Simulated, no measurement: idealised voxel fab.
The following is a process module called voxel released beams.
Each square cell in cross-section cut measures 5 nm, and the section as a whole is 220 nm wide.
In what follows, cross-sections appear as grids of square cells, described through bands that run from the top down, where every band is one or more rows of cells. Basically the band line says how high the top is and how high the bottom is, in nm, and then what's in it from left to right, every material with its width in nm. Empty space shows up as "empty", and if a single material carries "all across" it runs the full band edge to edge. Heights are measured from 0, the level below which the as-received wafer is all one material; the lowest band has no bottom and continues downward, written as in "0 nm and below". Quick explanation for "30 to 40": the width changes in equal steps down the rows of cells, from the first number in the band's top row to the second number in its bottom row. "left unchanged" -> step changed no cross-section cell. Closed-off voids of 8+ cells (no open route to the top) go in "Catalogued sealed voids", written width x height at distance from the left edge, in nm. On each step's line, the part that comes after the settings is the simulator's own comment on the step. If you see "overlay nm" on a step's line and that step has a mask, it's telling you how far right of where it was planned the mask ended up; a negative number means it went left instead.
-- Set out below are the planned steps of the process
1) RECEIVE | material Si
2) CONFORMAL_DEP | material SiN | thk nm 5
3) DIRECTIONAL_DEP | material SiO2 | thk nm 10
4) MASKED_ETCH | tone open | mask id ANCHOR | width nm 35 | etch materials SiO2 | depth nm 10 | overlay nm 0
5) CONFORMAL_DEP | material W | thk nm 10
6) MASKED_ETCH | tone cover | mask id BEAM | width nm 120 | etch materials W | depth nm 10 | overlay nm 0
7) STRIP | etch materials SiO2
-- What follows covers the first of two wafers; it ran as planned
-- as received, after step 1
0 nm and below: Si all across
Catalogued sealed voids: none
-- Cross-section: wafer state after step 2
5 nm to 0 nm: SiN all across
Anything lower than 0 is untouched.
-- Cross-section: wafer state after step 3
15 nm to 5 nm: SiO2 all across
Anything lower than 5 is untouched.
-- Cross-section: wafer state after step 4
15 nm to 5 nm: 50 SiO2 / 35 empty / 135 SiO2
Anything lower than 5 is untouched.
-- Cross-section: wafer state after step 5
25 nm to 15 nm: 60 W / 15 empty / 145 W
15 nm to 5 nm: 50 SiO2 / 35 W / 135 SiO2
Anything lower than 5 is untouched.
-- Cross-section: wafer state after step 6
25 nm to 15 nm: 45 empty / 15 W / 15 empty / 90 W / 55 empty
Anything lower than 15 is untouched.
-- Cross-section: wafer state after step 7
25 nm to 15 nm: 45 empty / 15 W / 15 empty / 90 W / 55 empty
15 nm to 5 nm: 50 empty / 35 W / 135 empty
Anything lower than 5 is untouched.
-- Now the other wafer: same start, same recipe, but we messed up one thing when running it. Up to and including step 5 it's the same as the first one
-- Cross-sectional view of the second wafer at the intended end time of process step 6
25 nm to 15 nm: 45 empty / 15 W / 15 empty / 95 W / 50 empty
Anything lower than 15 is untouched.
-- Cross-sectional view of the second wafer at the intended end time of process step 7
25 nm to 15 nm: 45 empty / 15 W / 15 empty / 95 W / 50 empty
15 nm to 5 nm: 50 empty / 35 W / 135 empty
Anything lower than 5 is untouched.
In executing the process, a mistake was made relative to the plan: step 6 ran as: MASKED_ETCH | tone cover | mask id BEAM | width nm 125 | etch materials W | depth nm 10 | overlay nm 0
The second wafer ends with more or fewer cells of some materials than the first, per final count: W: 2 more
